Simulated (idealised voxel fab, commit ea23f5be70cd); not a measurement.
process module | voxel ribs on slabs
cross-section cut | 295 nm wide | cells 5 nm
A cross-section is a grid of square cells, given in bands from the top down. A band is one or more rows of cells.
Each band's line starts with the height of the band's top and of its bottom, in nm. Then come its materials from left to right, each with its width in nm. One material with "throughout" fills the band from edge to edge. "air" is empty space.
Height 0 is the level under which the wafer as received is all one material. The lowest band goes on downwards, as in "0 down".
A width such as "30 to 40" changes by the same amount from each row of cells to the next, from the band's top row to its bottom row.
"no change" after a step means that no cell of the cross-section changed.
closed voids: empty space of 8 cells or more with no open way to the top, each as width x height at its distance from the left edge, in nm
after a step's settings: what the simulator itself notes on the step
overlay nm, on a step with a mask: how far to the right of its planned place the mask lay; to the left if negative
plan
1 op RECEIVE | material Si
2 op DIRECTIONAL_DEP | material SiO2 | thk nm 25
3 op DIRECTIONAL_DEP | material polySi | thk nm 15
4 op PATTERN | tone cover | mask id RIB | material resist | width nm 30 | thk nm 15 | overlay nm 0
5 op DIRECTIONAL_ETCH | etch materials polySi | depth nm 5
6 op STRIP | etch materials resist
7 op MASKED_ETCH | tone cover | mask id SLAB | width nm 60 | etch materials polySi | depth nm 10 | overlay nm 0
8 op FILL_DEP | material SiO2 | thk nm 20
9 op CMP | height nm 55
10 op DIRECTIONAL_DEP | material TiN | thk nm 5
11 op MASKED_ETCH | tone cover | mask id HEATER | width nm 40 | etch materials TiN | depth nm 5 | overlay nm 0
12 op CONFORMAL_DEP | material SiN | thk nm 5
as received, after step 1
  0 down: Si throughout
  closed voids: none
first wafer at the end, as planned
  65 to 60: air 120 | SiN 50 | air 125
  60 to 55: SiN 125 | TiN 40 | SiN 130
  55 to 40: SiO2 throughout
  40 to 35: SiO2 130 | polySi 30 | SiO2 135
  35 to 25: SiO2 115 | polySi 60 | SiO2 120
  25 to 0: SiO2 throughout
  0 down: Si throughout
  closed voids: none
second wafer at the end: like start, like plan, one mistake
  65 to 60: air 120 | SiN 50 | air 125
  60 to 55: SiN 125 | TiN 40 | SiN 130
  55 to 50: SiO2 115 | polySi 60 | SiO2 120
  50 to 0: SiO2 throughout
  0 down: Si throughout
  closed voids: none
what went wrong: step 2 was run twice
at the end the second wafer has, in cells: 18 more of SiO2 | 18 fewer of polySi
